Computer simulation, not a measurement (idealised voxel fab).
process module | voxel gate over fins
The width of the displayed cross-section, cut, is 230 nm; its cells are square, with a size of 5 nm.
Bands, listed from the top down, are how a cross-section gets written in this document; the cross-section itself is a grid of square cells, and a band is one or more rows of them. Look at the band entry: it leads with the top's height and the bottom's height in nm. Then it lists the materials left to right, with a width in nm for each. The word "throughout" on a single material says that material fills the band edge to edge. The word "blank" is empty space. Height datum 0, below which the as-received substrate wafer is one material. Lowest band open at the bottom, running downward: "z 0 and below". When a width is written as two numbers, as in "30..40", the first number is the width in the top row of cells of the band and the second is the width in its bottom row, and the width changes by the same amount from each row to the next. Where a step carries "changes: none", the cross-section came out of it unchanged, cell for cell. "Sealed-off cavities" lists enclosed empty spaces (at least 8 cells, no open path upward to the top), each as width x height at distance from the left edge, in nm. Post-settings text on a step line: simulator's own remark regarding the step. overlay nm: mask offset rightward from planned place, masked step; negative means leftward offset.
### List of planned process steps
1,RECEIVE,material Si
2,CONFORMAL_DEP,material SiN,thk nm 10
3,MASKED_ETCH,tone cover,mask id FINS,width nm 15,pitch nm 50,etch materials SiN,depth nm 10,overlay nm 0
4,MASKED_ETCH,tone cover,mask id FINS,width nm 15,pitch nm 50,etch materials Si,depth nm 35,overlay nm 0
5,FILL_DEP,material SiO2,thk nm 5
6,CMP,height nm 10
7,MASKED_ETCH,tone open,mask id RAIL,width nm 15,etch materials SiO2,depth nm 40,overlay nm 0
8,CONFORMAL_DEP,material TiN,thk nm 5
9,FILL_DEP,material Ru,thk nm 10
10,CMP,height nm 10
11,SELECTIVE_ETCH,etch materials W Ru TiN,depth nm 35
12,FILL_DEP,material SiO2,thk nm 5
13,CMP,height nm 10
14,SELECTIVE_ETCH,etch materials SiO2,depth nm 25
15,STRIP,etch materials SiN
16,CONFORMAL_DEP,material HfO2,thk nm 5
17,CONFORMAL_DEP,material TiN,thk nm 5
18,CONFORMAL_DEP,material TiAl,thk nm 5
19,CONFORMAL_DEP,material TiN,thk nm 5
20,FILL_DEP,material W,thk nm 10
21,CMP,height nm 25
22,CONFORMAL_DEP,material SiCN,thk nm 5
### Cross-sectional view of the wafer in its as-received condition, corresponding to the state after step 1
    z 0 and below: Si throughout
    Sealed-off cavities: none
### First of two wafers at the end of the module, shown in cross-section; run carried out as planned
    z 30 to 25: SiCN throughout
    z 25 to 20: W throughout
    z 20 to 15: W 60, then TiN 105, then W 65
    z 15 to 10: W 60, then TiN 5, then TiAl 45, then TiN 5, then TiAl 45, then TiN 5, then W 65
    z 10 to 5: W 60, then TiN 5, then TiAl 5, then TiN 35, then TiAl 5, then TiN 5, then TiAl 5, then TiN 35, then TiAl 5, then TiN 5, then W 65
    z 5 to 0: TiN 65, then TiAl 5, then TiN 5, then HfO2 25, then TiN 5, then TiAl 5, then TiN 5, then TiAl 5, then TiN 5, then HfO2 25, then TiN 5, then TiAl 5, then TiN 70
    z 0 to -5: TiAl 70, then TiN 5, then HfO2 5, then Si 15, then HfO2 5, then TiN 5, then TiAl 15, then TiN 5, then HfO2 5, then Si 15, then HfO2 5, then TiN 5, then TiAl 75
    z -5 to -10: TiN 75, then HfO2 5, then Si 15, then HfO2 5, then TiN 25, then HfO2 5, then Si 15, then HfO2 5, then TiN 80
    z -10 to -15: HfO2 80, then Si 15, then HfO2 35, then Si 15, then HfO2 85
    z -15 to -25: SiO2 80, then Si 15, then SiO2 35, then Si 15, then SiO2 85
    z -25 to -30: SiO2 80, then Si 15, then SiO2 10, then TiN 15, then SiO2 10, then Si 15, then SiO2 85
    z -30 to -35: SiO2 80, then Si 15, then SiO2 35, then Si 15, then SiO2 85
    z -35 and below: Si throughout
    Sealed-off cavities: none
### Second wafer through the module, sectioned at the end: same beginning and same plan as the first wafer, with one mistake in carrying it out
    z 30 to 25: SiCN throughout
    z 25 to 20: W throughout
    z 20 to 15: W 60, then TiN 105, then W 65
    z 15 to 10: W 60, then TiN 5, then TiAl 45, then TiN 5, then TiAl 45, then TiN 5, then W 65
    z 10 to 5: W 60, then TiN 5, then TiAl 5, then TiN 35, then TiAl 5, then TiN 5, then TiAl 5, then TiN 35, then TiAl 5, then TiN 5, then W 65
    z 5 to 0: TiN 65, then TiAl 5, then TiN 5, then HfO2 25, then TiN 5, then TiAl 5, then TiN 5, then TiAl 5, then TiN 5, then HfO2 25, then TiN 5, then TiAl 5, then TiN 70
    z 0 to -5: TiAl 70, then TiN 5, then HfO2 5, then Si 15, then HfO2 5, then TiN 5, then TiAl 15, then TiN 5, then HfO2 5, then Si 15, then HfO2 5, then TiN 5, then TiAl 75
    z -5 to -10: TiN 75, then HfO2 5, then Si 15, then HfO2 5, then TiN 25, then HfO2 5, then Si 15, then HfO2 5, then TiN 80
    z -10 to -15: HfO2 80, then Si 15, then HfO2 35, then Si 15, then HfO2 85
    z -15 to -25: SiO2 80, then Si 15, then SiO2 35, then Si 15, then SiO2 85
    z -25 to -30: SiO2 80, then Si 15, then SiO2 10, then TiN 15, then SiO2 10, then Si 15, then SiO2 85
    z -30 to -70: SiO2 80, then Si 15, then SiO2 35, then Si 15, then SiO2 85
    z -70 and below: Si throughout
    Sealed-off cavities: none
So what did we get wrong on this run? step 4, plan: ran twice
Looking at both finished wafers in cells, the second ends up ahead of or behind the first on some materials: Si: 280 fewer; SiO2: 280 more
